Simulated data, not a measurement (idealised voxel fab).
process module | voxel spacer lines
cross-section cut | 230 nm wide | cells 5 nm
A cross-section is a grid of square cells, given in bands from the top down. A band is one or more rows of cells.
Each band's line starts with the height of the band's top and of its bottom, in nm. Then come its materials from left to right, each with its width in nm. One material with "throughout" fills the band from edge to edge. "air" is empty space.
Height 0 is the level under which the wafer as received is all one material. The lowest band goes on downwards, as in "0 down".
A width such as "30 to 40" changes by the same amount from each row of cells to the next, from the band's top row to its bottom row.
"no change" after a step means that no cell of the cross-section changed.
closed voids: empty space of 8 cells or more with no open way to the top, each as width x height at its distance from the left edge, in nm
after a step's settings: what the simulator itself notes on the step
overlay nm, on a step with a mask: how far to the right of its planned place the mask lay; to the left if negative
plan
1 op RECEIVE | material Si
2 op CONFORMAL_DEP | material Al2O3 | thk nm 5
3 op DIRECTIONAL_DEP | material SiN | thk nm 20
4 op DIRECTIONAL_DEP | material aC | thk nm 20
5 op PATTERN | tone cover | mask id MANDREL | material resist | width nm 15 | pitch nm 50 | thk nm 25 | overlay nm 0
6 op DIRECTIONAL_ETCH | etch materials aC | depth nm 20
7 op STRIP | etch materials resist
8 op CONFORMAL_DEP | material SiO2 | thk nm 10
9 op DIRECTIONAL_ETCH | etch materials SiO2 | depth nm 10
10 op STRIP | etch materials aC
11 op DIRECTIONAL_ETCH | etch materials SiN | depth nm 20
12 op STRIP | etch materials SiO2
13 op FILL_DEP | material lowk | thk nm 10
14 op CMP | height nm 25
first wafer, as planned
as received, after step 1
  0 down: Si throughout
  closed voids: none
after step 2
  5 to 0: Al2O3 throughout
  below 0: unchanged
after step 3
  25 to 5: SiN throughout
  below 5: unchanged
after step 4
  45 to 25: aC throughout
  below 25: unchanged
after step 5
  70 to 45: air 55 | resist 15 | air 35 | resist 15 | air 35 | resist 15 | air 60
  below 45: unchanged
after step 6
  50 to 45: air 55 | resist 15 | air 35 | resist 15 | air 35 | resist 15 | air 60
  45 to 25: air 55 | aC 15 | air 35 | aC 15 | air 35 | aC 15 | air 60
  below 25: unchanged
after step 7
  45 to 25: air 55 | aC 15 | air 35 | aC 15 | air 35 | aC 15 | air 60
  below 25: unchanged
after step 8
  55 to 45: air 45 | SiO2 35 | air 15 | SiO2 35 | air 15 | SiO2 35 | air 50
  45 to 35: air 45 | SiO2 10 | aC 15 | SiO2 10 | air 15 | SiO2 10 | aC 15 | SiO2 10 | air 15 | SiO2 10 | aC 15 | SiO2 10 | air 50
  35 to 25: SiO2 55 | aC 15 | SiO2 35 | aC 15 | SiO2 35 | aC 15 | SiO2 60
  below 25: unchanged
after step 9
  45 to 25: air 45 | SiO2 10 | aC 15 | SiO2 10 | air 15 | SiO2 10 | aC 15 | SiO2 10 | air 15 | SiO2 10 | aC 15 | SiO2 10 | air 50
  below 25: unchanged
after step 10
  45 to 25: air 45 | SiO2 10 | air 15 | SiO2 10 | air 15 | SiO2 10 | air 15 | SiO2 10 | air 15 | SiO2 10 | air 15 | SiO2 10 | air 50
  below 25: unchanged
after step 11
  45 to 25: air 45 | SiO2 10 | air 15 | SiO2 10 | air 15 | SiO2 10 | air 15 | SiO2 10 | air 15 | SiO2 10 | air 15 | SiO2 10 | air 50
  25 to 5: air 45 | SiN 10 | air 15 | SiN 10 | air 15 | SiN 10 | air 15 | SiN 10 | air 15 | SiN 10 | air 15 | SiN 10 | air 50
  below 5: unchanged
after step 12
  25 to 5: air 45 | SiN 10 | air 15 | SiN 10 | air 15 | SiN 10 | air 15 | SiN 10 | air 15 | SiN 10 | air 15 | SiN 10 | air 50
  below 5: unchanged
after step 13
  35 to 25: lowk throughout
  25 to 5: lowk 45 | SiN 10 | lowk 15 | SiN 10 | lowk 15 | SiN 10 | lowk 15 | SiN 10 | lowk 15 | SiN 10 | lowk 15 | SiN 10 | lowk 50
  below 5: unchanged
after step 14
  25 to 5: lowk 45 | SiN 10 | lowk 15 | SiN 10 | lowk 15 | SiN 10 | lowk 15 | SiN 10 | lowk 15 | SiN 10 | lowk 15 | SiN 10 | lowk 50
  below 5: unchanged
second wafer: like start, like plan, one mistake. Through step 4 it matches the first wafer
when step 5 should have ended
  70 to 45: air 50 | resist 25 | air 25 | resist 25 | air 25 | resist 25 | air 55
  below 45: unchanged
when step 6 should have ended
  50 to 45: air 50 | resist 25 | air 25 | resist 25 | air 25 | resist 25 | air 55
  45 to 25: air 50 | aC 25 | air 25 | aC 25 | air 25 | aC 25 | air 55
  below 25: unchanged
when step 7 should have ended
  45 to 25: air 50 | aC 25 | air 25 | aC 25 | air 25 | aC 25 | air 55
  below 25: unchanged
when step 8 should have ended
  55 to 45: air 40 | SiO2 45 | air 5 | SiO2 45 | air 5 | SiO2 45 | air 45
  45 to 35: air 40 | SiO2 10 | aC 25 | SiO2 10 | air 5 | SiO2 10 | aC 25 | SiO2 10 | air 5 | SiO2 10 | aC 25 | SiO2 10 | air 45
  35 to 25: SiO2 50 | aC 25 | SiO2 25 | aC 25 | SiO2 25 | aC 25 | SiO2 55
  below 25: unchanged
when step 9 should have ended
  45 to 25: air 40 | SiO2 10 | aC 25 | SiO2 10 | air 5 | SiO2 10 | aC 25 | SiO2 10 | air 5 | SiO2 10 | aC 25 | SiO2 10 | air 45
  below 25: unchanged
when step 10 should have ended
  45 to 25: air 40 | SiO2 10 | air 25 | SiO2 10 | air 5 | SiO2 10 | air 25 | SiO2 10 | air 5 | SiO2 10 | air 25 | SiO2 10 | air 45
  below 25: unchanged
when step 11 should have ended
  45 to 25: air 40 | SiO2 10 | air 25 | SiO2 10 | air 5 | SiO2 10 | air 25 | SiO2 10 | air 5 | SiO2 10 | air 25 | SiO2 10 | air 45
  25 to 5: air 40 | SiN 10 | air 25 | SiN 10 | air 5 | SiN 10 | air 25 | SiN 10 | air 5 | SiN 10 | air 25 | SiN 10 | air 45
  below 5: unchanged
when step 12 should have ended
  25 to 5: air 40 | SiN 10 | air 25 | SiN 10 | air 5 | SiN 10 | air 25 | SiN 10 | air 5 | SiN 10 | air 25 | SiN 10 | air 45
  below 5: unchanged
when step 13 should have ended
  35 to 25: lowk throughout
  25 to 5: lowk 40 | SiN 10 | lowk 25 | SiN 10 | lowk 5 | SiN 10 | lowk 25 | SiN 10 | lowk 5 | SiN 10 | lowk 25 | SiN 10 | lowk 45
  below 5: unchanged
when step 14 should have ended
  25 to 5: lowk 40 | SiN 10 | lowk 25 | SiN 10 | lowk 5 | SiN 10 | lowk 25 | SiN 10 | lowk 5 | SiN 10 | lowk 25 | SiN 10 | lowk 45
  below 5: unchanged
what went wrong: step 5 ran as: op PATTERN | tone cover | mask id MANDREL | material resist | width nm 25 | pitch nm 50 | thk nm 25 | overlay nm 0
at the end the second wafer has, in cells: as many of each material as the first, in other places
